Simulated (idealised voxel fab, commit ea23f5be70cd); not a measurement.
process module | voxel tone inversion
cross-section cut | 245 nm wide | cells 5 nm
A cross-section is a grid of square cells, given in bands from the top down. A band is one or more rows of cells.
Each band's line starts with the height of the band's top and of its bottom, in nm. Then come its materials from left to right, each with its width in nm. One material with "throughout" fills the band from edge to edge. "air" is empty space.
Height 0 is the level under which the wafer as received is all one material. The lowest band goes on downwards, as in "0 down".
A width such as "30 to 40" changes by the same amount from each row of cells to the next, from the band's top row to its bottom row.
"no change" after a step means that no cell of the cross-section changed.
closed voids: empty space of 8 cells or more with no open way to the top, each as width x height at its distance from the left edge, in nm
after a step's settings: what the simulator itself notes on the step
overlay nm, on a step with a mask: how far to the right of its planned place the mask lay; to the left if negative
plan
1 op RECEIVE | material Si
2 op CONFORMAL_DEP | material SiN | thk nm 5
3 op DIRECTIONAL_DEP | material polySi | thk nm 15
4 op PATTERN | tone cover | mask id POSTS | material resist | width nm 20 | pitch nm 40 | thk nm 20 | overlay nm 0
5 op DIRECTIONAL_ETCH | etch materials polySi | depth nm 15
6 op STRIP | etch materials resist
7 op FILL_DEP | material SiO2 | thk nm 5
8 op CMP | height nm 20
9 op STRIP | etch materials polySi
as received, after step 1
  0 down: Si throughout
  closed voids: none
first wafer at the end, as planned
  20 to 5: SiO2 50 | air 20 | SiO2 20 | air 20 | SiO2 20 | air 20 | SiO2 20 | air 20 | SiO2 55
  5 to 0: SiN throughout
  0 down: Si throughout
  closed voids: none
second wafer at the end: like start, like plan, one mistake
  20 to 15: SiN throughout
  15 to 0: polySi throughout
  0 down: Si throughout
  closed voids: none
what went wrong: steps 2 and 3 were swapped
at the end the second wafer has, in cells: 99 fewer of SiO2 | 147 more of polySi
